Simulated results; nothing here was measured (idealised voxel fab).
Herein follows the process module entitled voxel self aligned vias.
Cross-section cut spans 255 nm and uses square cells 5 nm in size.
Bands, listed from the top down, are how a cross-section gets written in this document; the cross-section itself is a grid of square cells, and a band is one or more rows of them. Basically the band line says how high the top is and how high the bottom is, in nm, and then what's in it from left to right, every material with its width in nm. Empty space shows up as "empty", and if a single material carries "all across" it runs the full band edge to edge. Counting heights begins at 0, where everything beneath is, in the wafer as received, one material. The lowest band has no bottom; it goes on downwards, as "0 -> down" shows. Width spec "30..40" -> top row of cells at first value, bottom row at second value, equal per-row change in between. Reading "nothing changed" for a step: not a cell of the cross-section changed in it. Empty spaces counting at least 8 cells and having no open way to the top are listed in "Sealed internal cavities". The notation width x height at distance is used for each, the distance being from the left edge and all three values in nm. Anything after a step's settings on that line? It's the simulator's own note about the step. overlay nm: mask right of planned place by this much (step with mask). Neg. = left. Pairs from here to the end. Each: cross-section before one process step, cross-section after it, the latter only as far down as the lowest band that changed. Under each: the step between, and its settings. Mind that the pairs may be taken from different runs of this module on the same starting wafer; whether a pair continues from the pair above depends on its entry headed "Pre-process state", and it does only where that entry says so.
# Pre-process state
> 0 -> down: Si all across
> Sealed internal cavities: none
# As Processed
> 15 -> 0: SiO2 all across
> Nothing below the height 0 has changed.
> Sealed internal cavities: none
The two cross-sections above bracket this step: CONFORMAL_DEP [material SiO2] [thk nm 15]
Pre-process state: Reference is made to the cross-section shown after the step in the pair directly above, which represents the state prior to this step.
# As Processed
> 20 -> 15: SiCN all across
> Nothing below the height 15 has changed.
> Sealed internal cavities: none
The two cross-sections above bracket this step: CONFORMAL_DEP [material SiCN] [thk nm 5]
Pre-process state: Reference is made to the cross-section shown after the step in the pair directly above, which represents the state prior to this step.
# As Processed
> 50 -> 20: SiO2 all across
> Nothing below the height 20 has changed.
> Sealed internal cavities: none
The two cross-sections above bracket this step: DIRECTIONAL_DEP [material SiO2] [thk nm 30]
Pre-process state: Reference is made to the cross-section shown after the step in the pair directly above, which represents the state prior to this step.
# As Processed
> 50 -> 20: 50 of SiO2 | 25 of empty | 40 of SiO2 | 25 of empty | 40 of SiO2 | 25 of empty | 50 of SiO2
> Nothing below the height 20 has changed.
> Sealed internal cavities: none
The two cross-sections above bracket this step: MASKED_ETCH [tone open] [mask id LINES] [width nm 25] [pitch nm 65] [etch materials SiO2] [depth nm 30] [overlay nm 0]
Pre-process state: Reference is made to the cross-section shown after the step in the pair directly above, which represents the state prior to this step.
# As Processed
> 55 -> 50: 55 of TiN | 15 of empty | 50 of TiN | 15 of empty | 50 of TiN | 15 of empty | 55 of TiN
> 50 -> 25: 50 of SiO2 | 5 of TiN | 15 of empty | 5 of TiN | 40 of SiO2 | 5 of TiN | 15 of empty | 5 of TiN | 40 of SiO2 | 5 of TiN | 15 of empty | 5 of TiN | 50 of SiO2
> 25 -> 20: 50 of SiO2 | 25 of TiN | 40 of SiO2 | 25 of TiN | 40 of SiO2 | 25 of TiN | 50 of SiO2
> Nothing below the height 20 has changed.
> Sealed internal cavities: none
The two cross-sections above bracket this step: CONFORMAL_DEP [material TiN] [thk nm 5]
Pre-process state: Reference is made to the cross-section shown after the step in the pair directly above, which represents the state prior to this step.
# As Processed
> 60 -> 55: W all across
> 55 -> 50: 55 of TiN | 15 of W | 50 of TiN | 15 of W | 50 of TiN | 15 of W | 55 of TiN
> 50 -> 25: 50 of SiO2 | 5 of TiN | 15 of W | 5 of TiN | 40 of SiO2 | 5 of TiN | 15 of W | 5 of TiN | 40 of SiO2 | 5 of TiN | 15 of W | 5 of TiN | 50 of SiO2
> Nothing below the height 25 has changed.
> Sealed internal cavities: none
The two cross-sections above bracket this step: FILL_DEP [material W] [thk nm 5]
Pre-process state: Reference is made to the cross-section shown after the step in the pair directly above, which represents the state prior to this step.
# As Processed
> 50 -> 25: 50 of SiO2 | 5 of TiN | 15 of W | 5 of TiN | 40 of SiO2 | 5 of TiN | 15 of W | 5 of TiN | 40 of SiO2 | 5 of TiN | 15 of W | 5 of TiN | 50 of SiO2
> Nothing below the height 25 has changed.
> Sealed internal cavities: none
The two cross-sections above bracket this step: CMP [height nm 50]
Pre-process state: Reference is made to the cross-section shown after the step in the pair directly above, which represents the state prior to this step.
# As Processed
> 50 -> 45: 50 of SiO2 | 25 of empty | 40 of SiO2 | 25 of empty | 40 of SiO2 | 25 of empty | 50 of SiO2
> Nothing below the height 45 has changed.
> Sealed internal cavities: none
The two cross-sections above bracket this step: SELECTIVE_ETCH [etch materials W Ru TiN] [depth nm 5]
Pre-process state: Reference is made to the cross-section shown after the step in the pair directly above, which represents the state prior to this step.
# As Processed
> 60 -> 50: SiN all across
> 50 -> 45: 50 of SiO2 | 25 of SiN | 40 of SiO2 | 25 of SiN | 40 of SiO2 | 25 of SiN | 50 of SiO2
> Nothing below the height 45 has changed.
> Sealed internal cavities: none
The two cross-sections above bracket this step: FILL_DEP [material SiN] [thk nm 10]
Pre-process state: Reference is made to the cross-section shown after the step in the pair directly above, which represents the state prior to this step.
# As Processed
> 50 -> 45: 50 of SiO2 | 25 of SiN | 40 of SiO2 | 25 of SiN | 40 of SiO2 | 25 of SiN | 50 of SiO2
> Nothing below the height 45 has changed.
> Sealed internal cavities: none
The two cross-sections above bracket this step: CMP [height nm 50]
Pre-process state: Reference is made to the cross-section shown after the step in the pair directly above, which represents the state prior to this step.
# As Processed
> 70 -> 50: SiO2 all across
> Nothing below the height 50 has changed.
> Sealed internal cavities: none
The two cross-sections above bracket this step: DIRECTIONAL_DEP [material SiO2] [thk nm 20]
Pre-process state: Reference is made to the cross-section shown after the step in the pair directly above, which represents the state prior to this step.
# As Processed
> 70 -> 50: 40 of SiO2 | 45 of empty | 20 of SiO2 | 45 of empty | 20 of SiO2 | 45 of empty | 40 of SiO2
> Nothing below the height 50 has changed.
> Sealed internal cavities: none
The two cross-sections above bracket this step: MASKED_ETCH [tone open] [mask id VIAS] [width nm 45] [pitch nm 65] [etch materials SiO2] [depth nm 20] [overlay nm 0]
Pre-process state: Reference is made to the cross-section shown after the step in the pair directly above, which represents the state prior to this step.
# As Processed
> 70 -> 50: 40 of SiO2 | 45 of empty | 20 of SiO2 | 45 of empty | 20 of SiO2 | 45 of empty | 40 of SiO2
> 50 -> 45: 50 of SiO2 | 25 of empty | 40 of SiO2 | 25 of empty | 40 of SiO2 | 25 of empty | 50 of SiO2
> Nothing below the height 45 has changed.
> Sealed internal cavities: none
The two cross-sections above bracket this step: MASKED_ETCH [tone open] [mask id VIAS] [width nm 45] [pitch nm 65] [etch materials SiN] [depth nm 5] [overlay nm 0]
Pre-process state: Reference is made to the cross-section shown after the step in the pair directly above, which represents the state prior to this step.
# As Processed
> 75 -> 70: 45 of TiN | 35 of empty | 30 of TiN | 35 of empty | 30 of TiN | 35 of empty | 45 of TiN
> 70 -> 55: 40 of SiO2 | 5 of TiN | 35 of empty | 5 of TiN | 20 of SiO2 | 5 of TiN | 35 of empty | 5 of TiN | 20 of SiO2 | 5 of TiN | 35 of empty | 5 of TiN | 40 of SiO2
> 55 -> 50: 40 of SiO2 | 15 of TiN | 15 of empty | 15 of TiN | 20 of SiO2 | 15 of TiN | 15 of empty | 15 of TiN | 20 of SiO2 | 15 of TiN | 15 of empty | 15 of TiN | 40 of SiO2
> 50 -> 45: 50 of SiO2 | 25 of TiN | 40 of SiO2 | 25 of TiN | 40 of SiO2 | 25 of TiN | 50 of SiO2
> Nothing below the height 45 has changed.
> Sealed internal cavities: none
The two cross-sections above bracket this step: CONFORMAL_DEP [material TiN] [thk nm 5]
Pre-process state: Reference is made to the cross-section shown after the step in the pair directly above, which represents the state prior to this step.
# As Processed
> 80 -> 75: Cu all across
> 75 -> 70: 45 of TiN | 35 of Cu | 30 of TiN | 35 of Cu | 30 of TiN | 35 of Cu | 45 of TiN
> 70 -> 55: 40 of SiO2 | 5 of TiN | 35 of Cu | 5 of TiN | 20 of SiO2 | 5 of TiN | 35 of Cu | 5 of TiN | 20 of SiO2 | 5 of TiN | 35 of Cu | 5 of TiN | 40 of SiO2
> 55 -> 50: 40 of SiO2 | 15 of TiN | 15 of Cu | 15 of TiN | 20 of SiO2 | 15 of TiN | 15 of Cu | 15 of TiN | 20 of SiO2 | 15 of TiN | 15 of Cu | 15 of TiN | 40 of SiO2
> Nothing below the height 50 has changed.
> Sealed internal cavities: none
The two cross-sections above bracket this step: FILL_DEP [material Cu] [thk nm 5]
Pre-process state: Reference is made to the cross-section shown after the step in the pair directly above, which represents the state prior to this step.
# As Processed
> 70 -> 55: 40 of SiO2 | 5 of TiN | 35 of Cu | 5 of TiN | 20 of SiO2 | 5 of TiN | 35 of Cu | 5 of TiN | 20 of SiO2 | 5 of TiN | 35 of Cu | 5 of TiN | 40 of SiO2
> Nothing below the height 55 has changed.
> Sealed internal cavities: none
The two cross-sections above bracket this step: CMP [height nm 70]
Pre-process state: Reference is made to the cross-section shown after the step in the pair directly above, which represents the state prior to this step.
# As Processed
> 75 -> 70: SiCN all across
> Nothing below the height 70 has changed.
> Sealed internal cavities: none
The two cross-sections above bracket this step: CONFORMAL_DEP [material SiCN] [thk nm 5]
# Pre-process state
> 15 -> 0: SiO2 all across
> 0 -> down: Si all across
> Sealed internal cavities: none
# As Processed
> 45 -> 0: SiO2 all across
> Nothing below the height 0 has changed.
> Sealed internal cavities: none
The two cross-sections above bracket this step: DIRECTIONAL_DEP [material SiO2] [thk nm 30]
Pre-process state: Reference is made to the cross-section shown after the step in the pair directly above, which represents the state prior to this step.
# As Processed
> 45 -> 15: 50 of SiO2 | 25 of empty | 40 of SiO2 | 25 of empty | 40 of SiO2 | 25 of empty | 50 of SiO2
> Nothing below the height 15 has changed.
> Sealed internal cavities: none
The two cross-sections above bracket this step: MASKED_ETCH [tone open] [mask id LINES] [width nm 25] [pitch nm 65] [etch materials SiO2] [depth nm 30] [overlay nm 0]
Pre-process state: Reference is made to the cross-section shown after the step in the pair directly above, which represents the state prior to this step.
# As Processed
> 50 -> 45: 55 of TiN | 15 of empty | 50 of TiN | 15 of empty | 50 of TiN | 15 of empty | 55 of TiN
> 45 -> 20: 50 of SiO2 | 5 of TiN | 15 of empty | 5 of TiN | 40 of SiO2 | 5 of TiN | 15 of empty | 5 of TiN | 40 of SiO2 | 5 of TiN | 15 of empty | 5 of TiN | 50 of SiO2
> 20 -> 15: 50 of SiO2 | 25 of TiN | 40 of SiO2 | 25 of TiN | 40 of SiO2 | 25 of TiN | 50 of SiO2
> Nothing below the height 15 has changed.
> Sealed internal cavities: none
The two cross-sections above bracket this step: CONFORMAL_DEP [material TiN] [thk nm 5]
Pre-process state: Reference is made to the cross-section shown after the step in the pair directly above, which represents the state prior to this step.
# As Processed
> 55 -> 50: W all across
> 50 -> 45: 55 of TiN | 15 of W | 50 of TiN | 15 of W | 50 of TiN | 15 of W | 55 of TiN
> 45 -> 20: 50 of SiO2 | 5 of TiN | 15 of W | 5 of TiN | 40 of SiO2 | 5 of TiN | 15 of W | 5 of TiN | 40 of SiO2 | 5 of TiN | 15 of W | 5 of TiN | 50 of SiO2
> Nothing below the height 20 has changed.
> Sealed internal cavities: none
The two cross-sections above bracket this step: FILL_DEP [material W] [thk nm 5]
Pre-process state: Reference is made to the cross-section shown after the step in the pair directly above, which represents the state prior to this step.
# As Processed
> 50 -> 45: 55 of TiN | 15 of W | 50 of TiN | 15 of W | 50 of TiN | 15 of W | 55 of TiN
> Nothing below the height 45 has changed.
> Sealed internal cavities: none
The two cross-sections above bracket this step: CMP [height nm 50]
Pre-process state: Reference is made to the cross-section shown after the step in the pair directly above, which represents the state prior to this step.
# As Processed
> 45 -> 20: 50 of SiO2 | 5 of TiN | 15 of W | 5 of TiN | 40 of SiO2 | 5 of TiN | 15 of W | 5 of TiN | 40 of SiO2 | 5 of TiN | 15 of W | 5 of TiN | 50 of SiO2
> Nothing below the height 20 has changed.
> Sealed internal cavities: none
The two cross-sections above bracket this step: SELECTIVE_ETCH [etch materials W Ru TiN] [depth nm 5]
Pre-process state: Reference is made to the cross-section shown after the step in the pair directly above, which represents the state prior to this step.
# As Processed
> 55 -> 45: SiN all across
> Nothing below the height 45 has changed.
> Sealed internal cavities: none
The two cross-sections above bracket this step: FILL_DEP [material SiN] [thk nm 10]
Pre-process state: Reference is made to the cross-section shown after the step in the pair directly above, which represents the state prior to this step.
# As Processed
> 50 -> 45: SiN all across
> Nothing below the height 45 has changed.
> Sealed internal cavities: none
The two cross-sections above bracket this step: CMP [height nm 50]
Pre-process state: Reference is made to the cross-section shown after the step in the pair directly above, which represents the state prior to this step.
# As Processed
> 70 -> 50: SiO2 all across
> Nothing below the height 50 has changed.
> Sealed internal cavities: none
The two cross-sections above bracket this step: DIRECTIONAL_DEP [material SiO2] [thk nm 20]
Pre-process state: Reference is made to the cross-section shown after the step in the pair directly above, which represents the state prior to this step.
# As Processed
> 70 -> 50: 40 of SiO2 | 45 of empty | 20 of SiO2 | 45 of empty | 20 of SiO2 | 45 of empty | 40 of SiO2
> Nothing below the height 50 has changed.
> Sealed internal cavities: none
The two cross-sections above bracket this step: MASKED_ETCH [tone open] [mask id VIAS] [width nm 45] [pitch nm 65] [etch materials SiO2] [depth nm 20] [overlay nm 0]
Pre-process state: Reference is made to the cross-section shown after the step in the pair directly above, which represents the state prior to this step.
# As Processed
> 70 -> 50: 40 of SiO2 | 45 of empty | 20 of SiO2 | 45 of empty | 20 of SiO2 | 45 of empty | 40 of SiO2
> 50 -> 45: 40 of SiN | 45 of empty | 20 of SiN | 45 of empty | 20 of SiN | 45 of empty | 40 of SiN
> Nothing below the height 45 has changed.
> Sealed internal cavities: none
The two cross-sections above bracket this step: MASKED_ETCH [tone open] [mask id VIAS] [width nm 45] [pitch nm 65] [etch materials SiN] [depth nm 5] [overlay nm 0]
Pre-process state: Reference is made to the cross-section shown after the step in the pair directly above, which represents the state prior to this step.
# As Processed
> 75 -> 70: 45 of TiN | 35 of empty | 30 of TiN | 35 of empty | 30 of TiN | 35 of empty | 45 of TiN
> 70 -> 50: 40 of SiO2 | 5 of TiN | 35 of empty | 5 of TiN | 20 of SiO2 | 5 of TiN | 35 of empty | 5 of TiN | 20 of SiO2 | 5 of TiN | 35 of empty | 5 of TiN | 40 of SiO2
> 50 -> 45: 40 of SiN | 45 of TiN | 20 of SiN | 45 of TiN | 20 of SiN | 45 of TiN | 40 of SiN
> Nothing below the height 45 has changed.
> Sealed internal cavities: none
The two cross-sections above bracket this step: CONFORMAL_DEP [material TiN] [thk nm 5]
Pre-process state: Reference is made to the cross-section shown after the step in the pair directly above, which represents the state prior to this step.
# As Processed
> 80 -> 75: Cu all across
> 75 -> 70: 45 of TiN | 35 of Cu | 30 of TiN | 35 of Cu | 30 of TiN | 35 of Cu | 45 of TiN
> 70 -> 50: 40 of SiO2 | 5 of TiN | 35 of Cu | 5 of TiN | 20 of SiO2 | 5 of TiN | 35 of Cu | 5 of TiN | 20 of SiO2 | 5 of TiN | 35 of Cu | 5 of TiN | 40 of SiO2
> Nothing below the height 50 has changed.
> Sealed internal cavities: none
The two cross-sections above bracket this step: FILL_DEP [material Cu] [thk nm 5]
Pre-process state: Reference is made to the cross-section shown after the step in the pair directly above, which represents the state prior to this step.
# As Processed
> 70 -> 50: 40 of SiO2 | 5 of TiN | 35 of Cu | 5 of TiN | 20 of SiO2 | 5 of TiN | 35 of Cu | 5 of TiN | 20 of SiO2 | 5 of TiN | 35 of Cu | 5 of TiN | 40 of SiO2
> Nothing below the height 50 has changed.
> Sealed internal cavities: none
The two cross-sections above bracket this step: CMP [height nm 70]
Pre-process state: Reference is made to the cross-section shown after the step in the pair directly above, which represents the state prior to this step.
# As Processed
> 75 -> 70: SiCN all across
> Nothing below the height 70 has changed.
> Sealed internal cavities: none
The two cross-sections above bracket this step: CONFORMAL_DEP [material SiCN] [thk nm 5]
# Pre-process state
> 15 -> 0: SiO2 all across
> 0 -> down: Si all across
> Sealed internal cavities: none
# As Processed
> 30 -> 0: SiO2 all across
> Nothing below the height 0 has changed.
> Sealed internal cavities: none
The two cross-sections above bracket this step: CONFORMAL_DEP [material SiO2] [thk nm 15]
Pre-process state: Reference is made to the cross-section shown after the step in the pair directly above, which represents the state prior to this step.
# As Processed
> 35 -> 30: SiCN all across
> Nothing below the height 30 has changed.
> Sealed internal cavities: none
The two cross-sections above bracket this step: CONFORMAL_DEP [material SiCN] [thk nm 5]
Pre-process state: Reference is made to the cross-section shown after the step in the pair directly above, which represents the state prior to this step.
# As Processed
> 65 -> 35: SiO2 all across
> Nothing below the height 35 has changed.
> Sealed internal cavities: none
The two cross-sections above bracket this step: DIRECTIONAL_DEP [material SiO2] [thk nm 30]
Pre-process state: Reference is made to the cross-section shown after the step in the pair directly above, which represents the state prior to this step.
# As Processed
> 65 -> 35: 50 of SiO2 | 25 of empty | 40 of SiO2 | 25 of empty | 40 of SiO2 | 25 of empty | 50 of SiO2
> Nothing below the height 35 has changed.
> Sealed internal cavities: none
The two cross-sections above bracket this step: MASKED_ETCH [tone open] [mask id LINES] [width nm 25] [pitch nm 65] [etch materials SiO2] [depth nm 30] [overlay nm 0]
Pre-process state: Reference is made to the cross-section shown after the step in the pair directly above, which represents the state prior to this step.
# As Processed
> 70 -> 65: 55 of TiN | 15 of empty | 50 of TiN | 15 of empty | 50 of TiN | 15 of empty | 55 of TiN
> 65 -> 40: 50 of SiO2 | 5 of TiN | 15 of empty | 5 of TiN | 40 of SiO2 | 5 of TiN | 15 of empty | 5 of TiN | 40 of SiO2 | 5 of TiN | 15 of empty | 5 of TiN | 50 of SiO2
> 40 -> 35: 50 of SiO2 | 25 of TiN | 40 of SiO2 | 25 of TiN | 40 of SiO2 | 25 of TiN | 50 of SiO2
> Nothing below the height 35 has changed.
> Sealed internal cavities: none
The two cross-sections above bracket this step: CONFORMAL_DEP [material TiN] [thk nm 5]
Pre-process state: Reference is made to the cross-section shown after the step in the pair directly above, which represents the state prior to this step.
# As Processed
> 75 -> 70: W all across
> 70 -> 65: 55 of TiN | 15 of W | 50 of TiN | 15 of W | 50 of TiN | 15 of W | 55 of TiN
> 65 -> 40: 50 of SiO2 | 5 of TiN | 15 of W | 5 of TiN | 40 of SiO2 | 5 of TiN | 15 of W | 5 of TiN | 40 of SiO2 | 5 of TiN | 15 of W | 5 of TiN | 50 of SiO2
> Nothing below the height 40 has changed.
> Sealed internal cavities: none
The two cross-sections above bracket this step: FILL_DEP [material W] [thk nm 5]
Pre-process state: Reference is made to the cross-section shown after the step in the pair directly above, which represents the state prior to this step.
# As Processed
> 50 -> 40: 50 of SiO2 | 5 of TiN | 15 of W | 5 of TiN | 40 of SiO2 | 5 of TiN | 15 of W | 5 of TiN | 40 of SiO2 | 5 of TiN | 15 of W | 5 of TiN | 50 of SiO2
> Nothing below the height 40 has changed.
> Sealed internal cavities: none
The two cross-sections above bracket this step: CMP [height nm 50]
Pre-process state: Reference is made to the cross-section shown after the step in the pair directly above, which represents the state prior to this step.
# As Processed
> 50 -> 45: 50 of SiO2 | 25 of empty | 40 of SiO2 | 25 of empty | 40 of SiO2 | 25 of empty | 50 of SiO2
> Nothing below the height 45 has changed.
> Sealed internal cavities: none
The two cross-sections above bracket this step: SELECTIVE_ETCH [etch materials W Ru TiN] [depth nm 5]
Pre-process state: Reference is made to the cross-section shown after the step in the pair directly above, which represents the state prior to this step.
# As Processed
> 60 -> 50: SiN all across
> 50 -> 45: 50 of SiO2 | 25 of SiN | 40 of SiO2 | 25 of SiN | 40 of SiO2 | 25 of SiN | 50 of SiO2
> Nothing below the height 45 has changed.
> Sealed internal cavities: none
The two cross-sections above bracket this step: FILL_DEP [material SiN] [thk nm 10]
Pre-process state: Reference is made to the cross-section shown after the step in the pair directly above, which represents the state prior to this step.
# As Processed
> 50 -> 45: 50 of SiO2 | 25 of SiN | 40 of SiO2 | 25 of SiN | 40 of SiO2 | 25 of SiN | 50 of SiO2
> Nothing below the height 45 has changed.
> Sealed internal cavities: none
The two cross-sections above bracket this step: CMP [height nm 50]
Pre-process state: Reference is made to the cross-section shown after the step in the pair directly above, which represents the state prior to this step.
# As Processed
> 70 -> 50: SiO2 all across
> Nothing below the height 50 has changed.
> Sealed internal cavities: none
The two cross-sections above bracket this step: DIRECTIONAL_DEP [material SiO2] [thk nm 20]
Pre-process state: Reference is made to the cross-section shown after the step in the pair directly above, which represents the state prior to this step.
# As Processed
> 70 -> 50: 40 of SiO2 | 45 of empty | 20 of SiO2 | 45 of empty | 20 of SiO2 | 45 of empty | 40 of SiO2
> Nothing below the height 50 has changed.
> Sealed internal cavities: none
The two cross-sections above bracket this step: MASKED_ETCH [tone open] [mask id VIAS] [width nm 45] [pitch nm 65] [etch materials SiO2] [depth nm 20] [overlay nm 0]
Pre-process state: Reference is made to the cross-section shown after the step in the pair directly above, which represents the state prior to this step.
# As Processed
> 70 -> 50: 40 of SiO2 | 45 of empty | 20 of SiO2 | 45 of empty | 20 of SiO2 | 45 of empty | 40 of SiO2
> 50 -> 45: 50 of SiO2 | 25 of empty | 40 of SiO2 | 25 of empty | 40 of SiO2 | 25 of empty | 50 of SiO2
> Nothing below the height 45 has changed.
> Sealed internal cavities: none
The two cross-sections above bracket this step: MASKED_ETCH [tone open] [mask id VIAS] [width nm 45] [pitch nm 65] [etch materials SiN] [depth nm 5] [overlay nm 0]
Pre-process state: Reference is made to the cross-section shown after the step in the pair directly above, which represents the state prior to this step.
# As Processed
> 75 -> 70: 45 of TiN | 35 of empty | 30 of TiN | 35 of empty | 30 of TiN | 35 of empty | 45 of TiN
> 70 -> 55: 40 of SiO2 | 5 of TiN | 35 of empty | 5 of TiN | 20 of SiO2 | 5 of TiN | 35 of empty | 5 of TiN | 20 of SiO2 | 5 of TiN | 35 of empty | 5 of TiN | 40 of SiO2
> 55 -> 50: 40 of SiO2 | 15 of TiN | 15 of empty | 15 of TiN | 20 of SiO2 | 15 of TiN | 15 of empty | 15 of TiN | 20 of SiO2 | 15 of TiN | 15 of empty | 15 of TiN | 40 of SiO2
> 50 -> 45: 50 of SiO2 | 25 of TiN | 40 of SiO2 | 25 of TiN | 40 of SiO2 | 25 of TiN | 50 of SiO2
> Nothing below the height 45 has changed.
> Sealed internal cavities: none
The two cross-sections above bracket this step: CONFORMAL_DEP [material TiN] [thk nm 5]
Pre-process state: Reference is made to the cross-section shown after the step in the pair directly above, which represents the state prior to this step.
# As Processed
> 80 -> 75: Cu all across
> 75 -> 70: 45 of TiN | 35 of Cu | 30 of TiN | 35 of Cu | 30 of TiN | 35 of Cu | 45 of TiN
> 70 -> 55: 40 of SiO2 | 5 of TiN | 35 of Cu | 5 of TiN | 20 of SiO2 | 5 of TiN | 35 of Cu | 5 of TiN | 20 of SiO2 | 5 of TiN | 35 of Cu | 5 of TiN | 40 of SiO2
> 55 -> 50: 40 of SiO2 | 15 of TiN | 15 of Cu | 15 of TiN | 20 of SiO2 | 15 of TiN | 15 of Cu | 15 of TiN | 20 of SiO2 | 15 of TiN | 15 of Cu | 15 of TiN | 40 of SiO2
> Nothing below the height 50 has changed.
> Sealed internal cavities: none
The two cross-sections above bracket this step: FILL_DEP [material Cu] [thk nm 5]
Pre-process state: Reference is made to the cross-section shown after the step in the pair directly above, which represents the state prior to this step.
# As Processed
> 70 -> 55: 40 of SiO2 | 5 of TiN | 35 of Cu | 5 of TiN | 20 of SiO2 | 5 of TiN | 35 of Cu | 5 of TiN | 20 of SiO2 | 5 of TiN | 35 of Cu | 5 of TiN | 40 of SiO2
> Nothing below the height 55 has changed.
> Sealed internal cavities: none
The two cross-sections above bracket this step: CMP [height nm 70]
Pre-process state: Reference is made to the cross-section shown after the step in the pair directly above, which represents the state prior to this step.
# As Processed
> 75 -> 70: SiCN all across
> Nothing below the height 70 has changed.
> Sealed internal cavities: none
The two cross-sections above bracket this step: CONFORMAL_DEP [material SiCN] [thk nm 5]
# Pre-process state
> 45 -> 0: SiO2 all across
> 0 -> down: Si all across
> Sealed internal cavities: none
# As Processed
> 50 -> 45: SiCN all across
> Nothing below the height 45 has changed.
> Sealed internal cavities: none
The two cross-sections above bracket this step: CONFORMAL_DEP [material SiCN] [thk nm 5]
Pre-process state: Reference is made to the cross-section shown after the step in the pair directly above, which represents the state prior to this step.
# As Processed
> 55 -> 50: TiN all across
> Nothing below the height 50 has changed.
> Sealed internal cavities: none
The two cross-sections above bracket this step: CONFORMAL_DEP [material TiN] [thk nm 5]
Pre-process state: Reference is made to the cross-section shown after the step in the pair directly above, which represents the state prior to this step.
# As Processed
> 60 -> 55: W all across
> Nothing below the height 55 has changed.
> Sealed internal cavities: none
The two cross-sections above bracket this step: FILL_DEP [material W] [thk nm 5]
Pre-process state: Reference is made to the cross-section shown after the step in the pair directly above, which represents the state prior to this step.
# As Processed
> 50 -> 45: SiCN all across
> Nothing below the height 45 has changed.
> Sealed internal cavities: none
The two cross-sections above bracket this step: CMP [height nm 50]
Pre-process state: Reference is made to the cross-section shown after the step in the pair directly above, which represents the state prior to this step.
# As Processed
> 60 -> 50: SiN all across
> Nothing below the height 50 has changed.
> Sealed internal cavities: none
The two cross-sections above bracket this step: FILL_DEP [material SiN] [thk nm 10]
Pre-process state: Reference is made to the cross-section shown after the step in the pair directly above, which represents the state prior to this step.
# As Processed
> 50 -> 45: SiCN all across
> Nothing below the height 45 has changed.
> Sealed internal cavities: none
The two cross-sections above bracket this step: CMP [height nm 50]
Pre-process state: Reference is made to the cross-section shown after the step in the pair directly above, which represents the state prior to this step.
# As Processed
> 70 -> 50: SiO2 all across
> Nothing below the height 50 has changed.
> Sealed internal cavities: none
The two cross-sections above bracket this step: DIRECTIONAL_DEP [material SiO2] [thk nm 20]
Pre-process state: Reference is made to the cross-section shown after the step in the pair directly above, which represents the state prior to this step.
# As Processed
> 70 -> 50: 40 of SiO2 | 45 of empty | 20 of SiO2 | 45 of empty | 20 of SiO2 | 45 of empty | 40 of SiO2
> Nothing below the height 50 has changed.
> Sealed internal cavities: none
The two cross-sections above bracket this step: MASKED_ETCH [tone open] [mask id VIAS] [width nm 45] [pitch nm 65] [etch materials SiO2] [depth nm 20] [overlay nm 0]
Pre-process state: Reference is made to the cross-section shown after the step in the pair directly above, which represents the state prior to this step.
# As Processed
> 75 -> 70: 45 of TiN | 35 of empty | 30 of TiN | 35 of empty | 30 of TiN | 35 of empty | 45 of TiN
> 70 -> 55: 40 of SiO2 | 5 of TiN | 35 of empty | 5 of TiN | 20 of SiO2 | 5 of TiN | 35 of empty | 5 of TiN | 20 of SiO2 | 5 of TiN | 35 of empty | 5 of TiN | 40 of SiO2
> 55 -> 50: 40 of SiO2 | 45 of TiN | 20 of SiO2 | 45 of TiN | 20 of SiO2 | 45 of TiN | 40 of SiO2
> Nothing below the height 50 has changed.
> Sealed internal cavities: none
The two cross-sections above bracket this step: CONFORMAL_DEP [material TiN] [thk nm 5]
Pre-process state: Reference is made to the cross-section shown after the step in the pair directly above, which represents the state prior to this step.
# As Processed
> 80 -> 75: Cu all across
> 75 -> 70: 45 of TiN | 35 of Cu | 30 of TiN | 35 of Cu | 30 of TiN | 35 of Cu | 45 of TiN
> 70 -> 55: 40 of SiO2 | 5 of TiN | 35 of Cu | 5 of TiN | 20 of SiO2 | 5 of TiN | 35 of Cu | 5 of TiN | 20 of SiO2 | 5 of TiN | 35 of Cu | 5 of TiN | 40 of SiO2
> Nothing below the height 55 has changed.
> Sealed internal cavities: none
The two cross-sections above bracket this step: FILL_DEP [material Cu] [thk nm 5]
Pre-process state: Reference is made to the cross-section shown after the step in the pair directly above, which represents the state prior to this step.
# As Processed
> 70 -> 55: 40 of SiO2 | 5 of TiN | 35 of Cu | 5 of TiN | 20 of SiO2 | 5 of TiN | 35 of Cu | 5 of TiN | 20 of SiO2 | 5 of TiN | 35 of Cu | 5 of TiN | 40 of SiO2
> Nothing below the height 55 has changed.
> Sealed internal cavities: none
The two cross-sections above bracket this step: CMP [height nm 70]
Pre-process state: Reference is made to the cross-section shown after the step in the pair directly above, which represents the state prior to this step.
# As Processed
> 75 -> 70: SiCN all across
> Nothing below the height 70 has changed.
> Sealed internal cavities: none
The two cross-sections above bracket this step: CONFORMAL_DEP [material SiCN] [thk nm 5]
# Pre-process state
> 60 -> 50: SiN all across
> 50 -> 45: 50 of SiO2 | 25 of SiN | 40 of SiO2 | 25 of SiN | 40 of SiO2 | 25 of SiN | 50 of SiO2
> 45 -> 25: 50 of SiO2 | 5 of TiN | 15 of W | 5 of TiN | 40 of SiO2 | 5 of TiN | 15 of W | 5 of TiN | 40 of SiO2 | 5 of TiN | 15 of W | 5 of TiN | 50 of SiO2
> 25 -> 20: 50 of SiO2 | 25 of TiN | 40 of SiO2 | 25 of TiN | 40 of SiO2 | 25 of TiN | 50 of SiO2
> 20 -> 15: SiCN all across
> 15 -> 0: SiO2 all across
> 0 -> down: Si all across
> Sealed internal cavities: none
# As Processed
> 40 -> 25: 50 of SiO2 | 5 of TiN | 15 of W | 5 of TiN | 40 of SiO2 | 5 of TiN | 15 of W | 5 of TiN | 40 of SiO2 | 5 of TiN | 15 of W | 5 of TiN | 50 of SiO2
> Nothing below the height 25 has changed.
> Sealed internal cavities: none
The two cross-sections above bracket this step: CMP [height nm 40]
Pre-process state: Reference is made to the cross-section shown after the step in the pair directly above, which represents the state prior to this step.
# As Processed
> 60 -> 40: SiO2 all across
> Nothing below the height 40 has changed.
> Sealed internal cavities: none
The two cross-sections above bracket this step: DIRECTIONAL_DEP [material SiO2] [thk nm 20]
Pre-process state: Reference is made to the cross-section shown after the step in the pair directly above, which represents the state prior to this step.
# As Processed
> 60 -> 40: 40 of SiO2 | 45 of empty | 20 of SiO2 | 45 of empty | 20 of SiO2 | 45 of empty | 40 of SiO2
> Nothing below the height 40 has changed.
> Sealed internal cavities: none
The two cross-sections above bracket this step: MASKED_ETCH [tone open] [mask id VIAS] [width nm 45] [pitch nm 65] [etch materials SiO2] [depth nm 20] [overlay nm 0]
